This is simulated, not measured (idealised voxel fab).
Presented below is a process module, voxel spacer lines.
Square cell edge 5 nm, section width 155 nm, ID cut.
Cross-section = grid of square cells, listed top down in bands; band = one or more rows. This entry defines a band. It first specifies the height of the band's top and the height of its bottom in nm, and then specifies the band's materials from left to right, stating each material with its width in nm. The word "edge to edge" identifies a single material that fills the band from edge to edge, while the word "blank" identifies empty space. Below 0: as-received wafer, all one material; heights counted from there. Lowest band: no bottom, goes on down, written "0 and below". Read "30 to 40" as a graded width: first number on top, second number at the bottom, same change between each pair of neighbouring rows. Key: "no modifications" - step with no changed cell in the cross-section. Entry "Enclosed empty spaces". Content: empty spaces with no open connection to the top, size 8 cells or greater. Each: width x height at distance. Distance: from left edge. Unit: nm. Whatever follows a step's settings on its line is a remark the simulator itself makes about that step. If you see "overlay nm" on a step's line and that step has a mask, it's telling you how far right of where it was planned the mask ended up; a negative number means it went left instead.
STEPS IN THE PROCESS PLAN
1: op RECEIVE | material Si
2: op CONFORMAL_DEP | material Al2O3 | thk nm 10
3: op DIRECTIONAL_DEP | material SiN | thk nm 20
4: op DIRECTIONAL_DEP | material aC | thk nm 25
5: op PATTERN | tone cover | mask id MANDREL | material resist | width nm 20 | pitch nm 60 | thk nm 30 | overlay nm 0
6: op DIRECTIONAL_ETCH | etch materials aC | depth nm 25
7: op STRIP | etch materials resist
8: op CONFORMAL_DEP | material SiO2 | thk nm 10
9: op DIRECTIONAL_ETCH | etch materials SiO2 | depth nm 5
10: op STRIP | etch materials aC
11: op DIRECTIONAL_ETCH | etch materials SiN | depth nm 20
12: op STRIP | etch materials SiO2
Split variable: depth nm, step 9. Plan value = first wafer. Wafers start alike.
CROSS-SECTION: THE FIRST OF SEVERAL WAFERS IN ITS AS-RECEIVED STATE, I.E. FOLLOWING STEP 1
> 0 and below | Si edge to edge
> Enclosed empty spaces: none
GAINED (+) OR LOST (-) CELLS OF EACH MATERIAL SINCE RECEIPT, THEN CLOSED VOIDS: ONE ROW PER WAFER, AT THE END OF THE MODULE
depth nm 5; +62 Al2O3; +124 SiN; +40 aC; Enclosed empty spaces: none
depth nm 10; +62 Al2O3; +32 SiN; Enclosed empty spaces: none
depth nm 15; +62 Al2O3; +32 SiN; Enclosed empty spaces: none
depth nm 20; +62 Al2O3; +32 SiN; Enclosed empty spaces: none
depth nm 25; +62 Al2O3; +32 SiN; Enclosed empty spaces: none
